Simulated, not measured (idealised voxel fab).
Module name: voxel capacitor over wiring (process module)
FYI the section here is cut, 295 nm wide, cells are 5 nm squares.
If you're reading a cross-section in this doc, picture square cells in a grid; it comes to you as bands, top ones listed first down to the bottom, and a band can be one or more rows of cells.
First you get the band's top height and its bottom height, in nm, and then the materials it's made of, left to right, with each width in nm. If you see a single material with "full width", that one covers the band edge to edge. "air" is empty space.
Heads up on the height convention: 0 is the point under which the incoming wafer is all one material, and the lowest band has no bottom, it just keeps going down, like "0..down".
The two numbers in a width such as "30..40" mark its ends across the band: the first belongs to the top row of cells, the second to the bottom row, and from each row to the next the width moves by the same amount.
The designation "all unchanged", where it is given for a processing step, indicates that no cell of the cross-section was altered in the course of that step.
"Sealed cavities" means: voids of 8 cells or more that are shut off from the top with no open way through. Written width x height at distance, distance from the left edge, in nm.
Where a step's line continues beyond its settings, the continuation is a remark by the simulator itself on that step.
overlay nm: mask offset rightward from planned place, masked step; negative means leftward offset.

So here's the lineup of process steps we planned:
1) RECEIVE: material Si
2) CONFORMAL_DEP: material SiO2, thk nm 10
3) DIRECTIONAL_DEP: material TiN, thk nm 5
4) DIRECTIONAL_DEP: material Ru, thk nm 20
5) PATTERN: tone cover, mask id METAL_1, material resist, width nm 20, pitch nm 80, thk nm 15, overlay nm 0
6) DIRECTIONAL_ETCH: etch materials Ru, depth nm 20
7) DIRECTIONAL_ETCH: etch materials TiN, depth nm 5
8) STRIP: etch materials resist
9) CONFORMAL_DEP: material SiN, thk nm 5
10) FILL_DEP: material SiO2, thk nm 10
11) CMP: height nm 35
12) CONFORMAL_DEP: material SiCN, thk nm 5
13) DIRECTIONAL_DEP: material SiO2, thk nm 20
14) MASKED_ETCH: tone open, mask id PLUG_1, width nm 15, etch materials SiO2, depth nm 20, overlay nm 0
15) MASKED_ETCH: tone open, mask id PLUG_1, width nm 15, etch materials SiCN, depth nm 5, overlay nm 0
16) CONFORMAL_DEP: material TiN, thk nm 5
17) FILL_DEP: material W, thk nm 10
18) CMP: height nm 60
19) DIRECTIONAL_DEP: material TiN, thk nm 5
20) DIRECTIONAL_DEP: material Al2O3, thk nm 5
21) DIRECTIONAL_DEP: material TiN, thk nm 5
22) MASKED_ETCH: tone cover, mask id UPPER_PLATE, width nm 65, etch materials TiN, depth nm 5, overlay nm 0
23) MASKED_ETCH: tone cover, mask id UPPER_PLATE, width nm 65, etch materials Al2O3, depth nm 5, overlay nm 0
24) PATTERN: tone cover, mask id LOWER_PLATE, material resist, width nm 75, thk nm 20, overlay nm 0
25) DIRECTIONAL_ETCH: etch materials TiN, depth nm 5
26) STRIP: etch materials resist
27) FILL_DEP: material SiO2, thk nm 20
28) CMP: height nm 90
29) PATTERN: tone open, mask id PLUG_2, material resist, width nm 15, thk nm 20, overlay nm 0
30) DIRECTIONAL_ETCH: etch materials SiO2, depth nm 15
31) STRIP: etch materials resist
32) CONFORMAL_DEP: material TiN, thk nm 5
33) FILL_DEP: material Ru, thk nm 10
34) CMP: height nm 90
35) CONFORMAL_DEP: material SiCN, thk nm 5

Incoming wafer, cross-sectional view, post step 1:
  0..down  Si full width
  Sealed cavities: none

first wafer at the end, as planned:
  95..90  SiCN full width
  90..80  110 nm SiO2  5 nm TiN  5 nm Ru  5 nm TiN  170 nm SiO2
  80..70  110..100 nm SiO2  15..65 nm TiN  170..130 nm SiO2
  70..65  100 nm SiO2  65 nm Al2O3  130 nm SiO2
  65..60  95 nm SiO2  75 nm TiN  125 nm SiO2
  60..40  100 nm SiO2  5 nm TiN  5 nm W  5 nm TiN  180 nm SiO2
  40..35  100 nm SiCN  15 nm TiN  180 nm SiCN
  35..15  90 nm SiO2  5 nm SiN  20 nm Ru  5 nm SiN  50 nm SiO2  5 nm SiN  20 nm Ru  5 nm SiN  95 nm SiO2
  15..10  95 nm SiN  20 nm TiN  60 nm SiN  20 nm TiN  100 nm SiN
  10..0  SiO2 full width
  0..down  Si full width
  Sealed cavities: none

Now the second wafer, cross-sectioned at the end of the module. Nothing different at the start, nothing different in the plan compared with the first, just one mistake when it was actually run:
  95..90  SiCN full width
  90..80  110 nm SiO2  5 nm TiN  5 nm Ru  5 nm TiN  170 nm SiO2
  80..70  110..100 nm SiO2  15..65 nm TiN  170..130 nm SiO2
  70..65  100 nm SiO2  65 nm Al2O3  130 nm SiO2
  65..60  95 nm SiO2  75 nm TiN  125 nm SiO2
  60..40  100 nm SiO2  5 nm TiN  5 nm W  5 nm TiN  180 nm SiO2
  40..35  100 nm SiCN  15 nm TiN  180 nm SiCN
  35..15  80 nm SiO2  5 nm SiN  20 nm Ru  5 nm SiN  50 nm SiO2  5 nm SiN  20 nm Ru  5 nm SiN  105 nm SiO2
  15..10  85 nm SiN  20 nm TiN  60 nm SiN  20 nm TiN  110 nm SiN
  10..0  SiO2 full width
  0..down  Si full width
  Sealed cavities: none
What was the processing mistake? rather than as planned, step 5 actually ran as PATTERN: tone cover, mask id METAL_1, material resist, width nm 20, pitch nm 80, thk nm 15, overlay nm -10
In the final comparison it is observed that the number of cells assigned to each material is identical for the two wafers, whereas their placement is not.
